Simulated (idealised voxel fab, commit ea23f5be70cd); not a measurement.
process module | voxel double patterning
cross-section cut | 295 nm wide | cells 5 nm
A cross-section is a grid of square cells, given in bands from the top down. A band is one or more rows of cells.
Each band's line starts with the height of the band's top and of its bottom, in nm. Then come its materials from left to right, each with its width in nm. One material with "throughout" fills the band from edge to edge. "air" is empty space.
Height 0 is the level under which the wafer as received is all one material. The lowest band goes on downwards, as in "0 down".
A width such as "30 to 40" changes by the same amount from each row of cells to the next, from the band's top row to its bottom row.
"no change" after a step means that no cell of the cross-section changed.
closed voids: empty space of 8 cells or more with no open way to the top, each as width x height at its distance from the left edge, in nm
after a step's settings: what the simulator itself notes on the step
overlay nm, on a step with a mask: how far to the right of its planned place the mask lay; to the left if negative
plan
1 op RECEIVE | material Si
2 op CONFORMAL_DEP | material SiN | thk nm 5
3 op DIRECTIONAL_DEP | material SiO2 | thk nm 15
4 op DIRECTIONAL_DEP | material SiCN | thk nm 10
5 op MASKED_ETCH | tone open | mask id FIRST | width nm 15 | pitch nm 50 | etch materials SiCN | depth nm 10 | overlay nm 0
6 op MASKED_ETCH | tone open | mask id SECOND | width nm 15 | etch materials SiCN | depth nm 10 | overlay nm 0
7 op DIRECTIONAL_ETCH | etch materials SiO2 | depth nm 15
8 op STRIP | etch materials SiCN
as received, after step 1
  0 down: Si throughout
  closed voids: none
first wafer at the end, as planned
  20 to 5: SiO2 115 | air 15 | SiO2 10 | air 15 | SiO2 10 | air 15 | SiO2 115
  5 to 0: SiN throughout
  0 down: Si throughout
  closed voids: none
second wafer at the end: like start, like plan, one mistake
  20 to 5: SiO2 120 | air 15 | SiO2 5 | air 15 | SiO2 15 | air 15 | SiO2 110
  5 to 0: SiN throughout
  0 down: Si throughout
  closed voids: none
what went wrong: step 5 ran as: op MASKED_ETCH | tone open | mask id FIRST | width nm 15 | pitch nm 50 | etch materials SiCN | depth nm 10 | overlay nm 5
at the end the second wafer has, in cells: as many of each material as the first, in other places
